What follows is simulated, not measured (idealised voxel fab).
process module | voxel wiring stack
cross-section cut | 285 nm wide | cells 5 nm
A cross-section is a grid of square cells, given in bands from the top down. A band is one or more rows of cells.
Each band's line starts with the height of the band's top and of its bottom, in nm. Then come its materials from left to right, each with its width in nm. One material with "throughout" fills the band from edge to edge. "air" is empty space.
Height 0 is the level under which the wafer as received is all one material. The lowest band goes on downwards, as in "0 down".
A width such as "30 to 40" changes by the same amount from each row of cells to the next, from the band's top row to its bottom row.
"no change" after a step means that no cell of the cross-section changed.
closed voids: empty space of 8 cells or more with no open way to the top, each as width x height at its distance from the left edge, in nm
after a step's settings: what the simulator itself notes on the step
overlay nm, on a step with a mask: how far to the right of its planned place the mask lay; to the left if negative
plan
1 op RECEIVE | material Si
2 op CONFORMAL_DEP | material SiO2 | thk nm 15
3 op DIRECTIONAL_DEP | material TiN | thk nm 5
4 op DIRECTIONAL_DEP | material Ru | thk nm 15
5 op PATTERN | tone cover | mask id METAL_1 | material resist | width nm 25 | pitch nm 40 | thk nm 20 | overlay nm 0
6 op DIRECTIONAL_ETCH | etch materials Ru | depth nm 15
7 op DIRECTIONAL_ETCH | etch materials TiN | depth nm 5
8 op STRIP | etch materials resist
9 op CONFORMAL_DEP | material SiCN | thk nm 5
10 op FILL_DEP | material SiO2 | thk nm 10
11 op CMP | height nm 35
12 op CONFORMAL_DEP | material SiCN | thk nm 5
13 op DIRECTIONAL_DEP | material SiO2 | thk nm 25
14 op PATTERN | tone open | mask id METAL_2_HOLES | material resist | width nm 15 | pitch nm 40 | thk nm 20 | overlay nm 0
15 op DIRECTIONAL_ETCH | etch materials SiO2 | depth nm 25
16 op STRIP | etch materials resist
17 op DIRECTIONAL_DEP | material aC | thk nm 10
18 op PATTERN | tone open | mask id METAL_2 | material resist | width nm 25 | pitch nm 40 | thk nm 25 | overlay nm 0
19 op DIRECTIONAL_ETCH | etch materials aC | depth nm 10
20 op STRIP | etch materials resist
21 op DIRECTIONAL_ETCH | etch materials SiO2 | depth nm 15
22 op DIRECTIONAL_ETCH | etch materials SiCN | depth nm 5
23 op STRIP | etch materials aC
24 op CONFORMAL_DEP | material TiN | thk nm 5
25 op FILL_DEP | material Ru | thk nm 10
26 op CMP | height nm 65
27 op CONFORMAL_DEP | material SiN | thk nm 5
as received, after step 1
  0 down: Si throughout
  closed voids: none
a wafer at the end: this start, this plan, one mistake
  70 to 65: SiN throughout
  65 to 55: Ru throughout
  55 to 50: Ru 85 | TiN 25 | Ru 15 | TiN 25 | Ru 15 | TiN 25 | Ru 95
  50 to 45: Ru 85 | TiN 5 | SiO2 15 | TiN 5 | Ru 15 | TiN 5 | SiO2 15 | TiN 5 | Ru 15 | TiN 5 | SiO2 15 | TiN 5 | Ru 95
  45 to 40: TiN 90 | SiO2 15 | TiN 25 | SiO2 15 | TiN 25 | SiO2 15 | TiN 100
  40 to 35: SiCN 105 | TiN 10 | SiCN 30 | TiN 10 | SiCN 30 | TiN 10 | SiCN 90
  35 to 20: SiO2 85 | SiCN 5 | Ru 25 | SiCN 5 | SiO2 5 | SiCN 5 | Ru 25 | SiCN 5 | SiO2 5 | SiCN 5 | Ru 25 | SiCN 5 | SiO2 85
  20 to 15: SiCN 90 | TiN 25 | SiCN 15 | TiN 25 | SiCN 15 | TiN 25 | SiCN 90
  15 to 0: SiO2 throughout
  0 down: Si throughout
  closed voids: none
what went wrong: step 14 ran as: op PATTERN | tone cover | mask id METAL_2_HOLES | material resist | width nm 15 | pitch nm 40 | thk nm 20 | overlay nm 0
